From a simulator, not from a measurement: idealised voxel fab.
Title: Process Module voxel self aligned vias
Square cell edge 5 nm, section width 245 nm, ID cut.
A cross-section in this document is a grid of square cells, and it is written down as bands, the top band listed before the ones below it; a band is made up of one or more rows of cells.
Band: top height; bottom height; in nm. Then, left to right: material with width in nm, for each material. "all across": a single material spanning edge to edge. "blank": empty space.
Note: height 0 marks the level under which the wafer is uniformly one material as received. Lowest band unbounded below, written "0..down".
Width spec "30->40" -> top row of cells at first value, bottom row at second value, equal per-row change in between.
Key: "changes: none" - step with no changed cell in the cross-section.
Listed in "Closed internal voids": every empty space of 8 or more cells without an open way to the top. Form: width x height at distance, the distance being from the left edge, all in nm.
Heads up: the bit after the settings on a step's line is the simulator's remark on that step.
The optional step-line setting "overlay nm" applies to steps with a mask and quantifies how far to the right of its planned location the mask lay, a negative value indicating leftward placement.

[This section lists the process steps that were planned]
1. RECEIVE: material Si
2. CONFORMAL_DEP: material SiO2, thk nm 10
3. CONFORMAL_DEP: material SiCN, thk nm 5
4. DIRECTIONAL_DEP: material SiO2, thk nm 30
5. PATTERN: tone open, mask id LINES, material resist, width nm 30, pitch nm 70, thk nm 15, overlay nm 0
6. DIRECTIONAL_ETCH: etch materials SiO2, depth nm 30
7. STRIP: etch materials resist
8. CONFORMAL_DEP: material TiN, thk nm 5
9. FILL_DEP: material Ru, thk nm 5
10. CMP: height nm 45
11. SELECTIVE_ETCH: etch materials W Ru TiN, depth nm 5
12. FILL_DEP: material SiN, thk nm 5
13. CMP: height nm 45
14. DIRECTIONAL_DEP: material SiO2, thk nm 20
15. DIRECTIONAL_DEP: material aC, thk nm 15
16. PATTERN: tone open, mask id VIAS, material resist, width nm 50, pitch nm 140, thk nm 35, overlay nm 0
17. DIRECTIONAL_ETCH: etch materials aC, depth nm 15
18. STRIP: etch materials resist
19. DIRECTIONAL_ETCH: etch materials SiO2, depth nm 20
20. DIRECTIONAL_ETCH: etch materials SiN, depth nm 5
21. STRIP: etch materials aC
22. CONFORMAL_DEP: material TiN, thk nm 5
23. FILL_DEP: material W, thk nm 5
24. CMP: height nm 65
25. CONFORMAL_DEP: material SiN, thk nm 5

[First of two wafers - as planned]

[Here's what the wafer looked like in cross-section when it arrived - that's after step 1]
    0..down: Si all across
    Closed internal voids: none

[The wafer, seen in cross-section, after step 2]
    10..0: SiO2 all across
    Nothing below the height 0 has changed.

[The wafer, seen in cross-section, after step 3]
    15..10: SiCN all across
    Nothing below the height 10 has changed.

[The wafer, seen in cross-section, after step 4]
    45..15: SiO2 all across
    Nothing below the height 15 has changed.

[The wafer, seen in cross-section, after step 5]
    60..45: resist: 35  blank: 30  resist: 40  blank: 30  resist: 40  blank: 30  resist: 40
    Nothing below the height 45 has changed.

[The wafer, seen in cross-section, after step 6]
    60..45: resist: 35  blank: 30  resist: 40  blank: 30  resist: 40  blank: 30  resist: 40
    45..15: SiO2: 35  blank: 30  SiO2: 40  blank: 30  SiO2: 40  blank: 30  SiO2: 40
    Nothing below the height 15 has changed.

[The wafer, seen in cross-section, after step 7]
    45..15: SiO2: 35  blank: 30  SiO2: 40  blank: 30  SiO2: 40  blank: 30  SiO2: 40
    Nothing below the height 15 has changed.

[The wafer, seen in cross-section, after step 8]
    50..45: TiN: 40  blank: 20  TiN: 50  blank: 20  TiN: 50  blank: 20  TiN: 45
    45..20: SiO2: 35  TiN: 5  blank: 20  TiN: 5  SiO2: 40  TiN: 5  blank: 20  TiN: 5  SiO2: 40  TiN: 5  blank: 20  TiN: 5  SiO2: 40
    20..15: SiO2: 35  TiN: 30  SiO2: 40  TiN: 30  SiO2: 40  TiN: 30  SiO2: 40
    Nothing below the height 15 has changed.

[The wafer, seen in cross-section, after step 9]
    55..50: Ru all across
    50..45: TiN: 40  Ru: 20  TiN: 50  Ru: 20  TiN: 50  Ru: 20  TiN: 45
    45..20: SiO2: 35  TiN: 5  Ru: 20  TiN: 5  SiO2: 40  TiN: 5  Ru: 20  TiN: 5  SiO2: 40  TiN: 5  Ru: 20  TiN: 5  SiO2: 40
    Nothing below the height 20 has changed.

[The wafer, seen in cross-section, after step 10]
    45..20: SiO2: 35  TiN: 5  Ru: 20  TiN: 5  SiO2: 40  TiN: 5  Ru: 20  TiN: 5  SiO2: 40  TiN: 5  Ru: 20  TiN: 5  SiO2: 40
    Nothing below the height 20 has changed.

[The wafer, seen in cross-section, after step 11]
    45..40: SiO2: 35  blank: 30  SiO2: 40  blank: 30  SiO2: 40  blank: 30  SiO2: 40
    Nothing below the height 40 has changed.

[The wafer, seen in cross-section, after step 12]
    50..45: SiN all across
    45..40: SiO2: 35  SiN: 30  SiO2: 40  SiN: 30  SiO2: 40  SiN: 30  SiO2: 40
    Nothing below the height 40 has changed.

[The wafer, seen in cross-section, after step 13]
    45..40: SiO2: 35  SiN: 30  SiO2: 40  SiN: 30  SiO2: 40  SiN: 30  SiO2: 40
    Nothing below the height 40 has changed.

[The wafer, seen in cross-section, after step 14]
    65..45: SiO2 all across
    Nothing below the height 45 has changed.

[The wafer, seen in cross-section, after step 15]
    80..65: aC all across
    Nothing below the height 65 has changed.

[The wafer, seen in cross-section, after step 16]
    115..80: resist: 25  blank: 50  resist: 90  blank: 50  resist: 30
    Nothing below the height 80 has changed.

[The wafer, seen in cross-section, after step 17]
    100..80: resist: 25  blank: 50  resist: 90  blank: 50  resist: 30
    80..65: aC: 25  blank: 50  aC: 90  blank: 50  aC: 30
    Nothing below the height 65 has changed.

[The wafer, seen in cross-section, after step 18]
    80..65: aC: 25  blank: 50  aC: 90  blank: 50  aC: 30
    Nothing below the height 65 has changed.

[The wafer, seen in cross-section, after step 19]
    80..65: aC: 25  blank: 50  aC: 90  blank: 50  aC: 30
    65..45: SiO2: 25  blank: 50  SiO2: 90  blank: 50  SiO2: 30
    Nothing below the height 45 has changed.

[The wafer, seen in cross-section, after step 20]
    80..65: aC: 25  blank: 50  aC: 90  blank: 50  aC: 30
    65..45: SiO2: 25  blank: 50  SiO2: 90  blank: 50  SiO2: 30
    45..40: SiO2: 35  blank: 30  SiO2: 40  SiN: 30  SiO2: 40  blank: 30  SiO2: 40
    Nothing below the height 40 has changed.

[The wafer, seen in cross-section, after step 21]
    65..45: SiO2: 25  blank: 50  SiO2: 90  blank: 50  SiO2: 30
    Nothing below the height 45 has changed.

[The wafer, seen in cross-section, after step 22]
    70..65: TiN: 30  blank: 40  TiN: 100  blank: 40  TiN: 35
    65..50: SiO2: 25  TiN: 5  blank: 40  TiN: 5  SiO2: 90  TiN: 5  blank: 40  TiN: 5  SiO2: 30
    50..45: SiO2: 25  TiN: 15  blank: 20  TiN: 15  SiO2: 90  TiN: 15  blank: 20  TiN: 15  SiO2: 30
    45..40: SiO2: 35  TiN: 30  SiO2: 40  SiN: 30  SiO2: 40  TiN: 30  SiO2: 40
    Nothing below the height 40 has changed.

[The wafer, seen in cross-section, after step 23]
    75..70: W all across
    70..65: TiN: 30  W: 40  TiN: 100  W: 40  TiN: 35
    65..50: SiO2: 25  TiN: 5  W: 40  TiN: 5  SiO2: 90  TiN: 5  W: 40  TiN: 5  SiO2: 30
    50..45: SiO2: 25  TiN: 15  W: 20  TiN: 15  SiO2: 90  TiN: 15  W: 20  TiN: 15  SiO2: 30
    Nothing below the height 45 has changed.

[The wafer, seen in cross-section, after step 24]
    65..50: SiO2: 25  TiN: 5  W: 40  TiN: 5  SiO2: 90  TiN: 5  W: 40  TiN: 5  SiO2: 30
    Nothing below the height 50 has changed.

[The wafer, seen in cross-section, after step 25]
    70..65: SiN all across
    Nothing below the height 65 has changed.

[Companion wafer, the second of two: same beginning, same intended sequence, one mistake in carrying it out; through step 18 inclusive it tracks the first exactly]

[Planned end of step 19: second wafer, cross-section]
    80..65: aC: 25  blank: 50  aC: 90  blank: 50  aC: 30
    65..45: SiO2: 25  blank: 50  SiO2: 90  blank: 50  SiO2: 30
    45..40: SiO2: 25  blank: 10  SiN: 30  blank: 10  SiO2: 30  SiN: 30  SiO2: 30  blank: 10  SiN: 30  blank: 10  SiO2: 30
    40..25: SiO2: 25  blank: 10  TiN: 5  Ru: 20  TiN: 5  blank: 10  SiO2: 30  TiN: 5  Ru: 20  TiN: 5  SiO2: 30  blank: 10  TiN: 5  Ru: 20  TiN: 5  blank: 10  SiO2: 30
    Nothing below the height 25 has changed.

[Planned end of step 20: second wafer, cross-section]
    80..65: aC: 25  blank: 50  aC: 90  blank: 50  aC: 30
    65..45: SiO2: 25  blank: 50  SiO2: 90  blank: 50  SiO2: 30
    45..40: SiO2: 25  blank: 50  SiO2: 30  SiN: 30  SiO2: 30  blank: 50  SiO2: 30
    Nothing below the height 40 has changed.

[Planned end of step 21: second wafer, cross-section]
    65..45: SiO2: 25  blank: 50  SiO2: 90  blank: 50  SiO2: 30
    Nothing below the height 45 has changed.

[Planned end of step 22: second wafer, cross-section]
    70..65: TiN: 30  blank: 40  TiN: 100  blank: 40  TiN: 35
    65..45: SiO2: 25  TiN: 5  blank: 40  TiN: 5  SiO2: 90  TiN: 5  blank: 40  TiN: 5  SiO2: 30
    45..40: SiO2: 25  TiN: 50  SiO2: 30  SiN: 30  SiO2: 30  TiN: 50  SiO2: 30
    40..25: SiO2: 25  TiN: 15  Ru: 20  TiN: 15  SiO2: 30  TiN: 5  Ru: 20  TiN: 5  SiO2: 30  TiN: 15  Ru: 20  TiN: 15  SiO2: 30
    Nothing below the height 25 has changed.

[Planned end of step 23: second wafer, cross-section]
    75..70: W all across
    70..65: TiN: 30  W: 40  TiN: 100  W: 40  TiN: 35
    65..45: SiO2: 25  TiN: 5  W: 40  TiN: 5  SiO2: 90  TiN: 5  W: 40  TiN: 5  SiO2: 30
    Nothing below the height 45 has changed.

[Planned end of step 24: second wafer, cross-section]
    65..45: SiO2: 25  TiN: 5  W: 40  TiN: 5  SiO2: 90  TiN: 5  W: 40  TiN: 5  SiO2: 30
    Nothing below the height 45 has changed.

[Planned end of step 25: second wafer, cross-section]
    70..65: SiN all across
    Nothing below the height 65 has changed.
It is concluded that the wafer was processed incorrectly with respect to the plan, in that step 19, plan: ran twice
Final wafer comparison in cells, second versus first, more or fewer per material: SiO2: 32 fewer; TiN: 24 more; W: 8 more
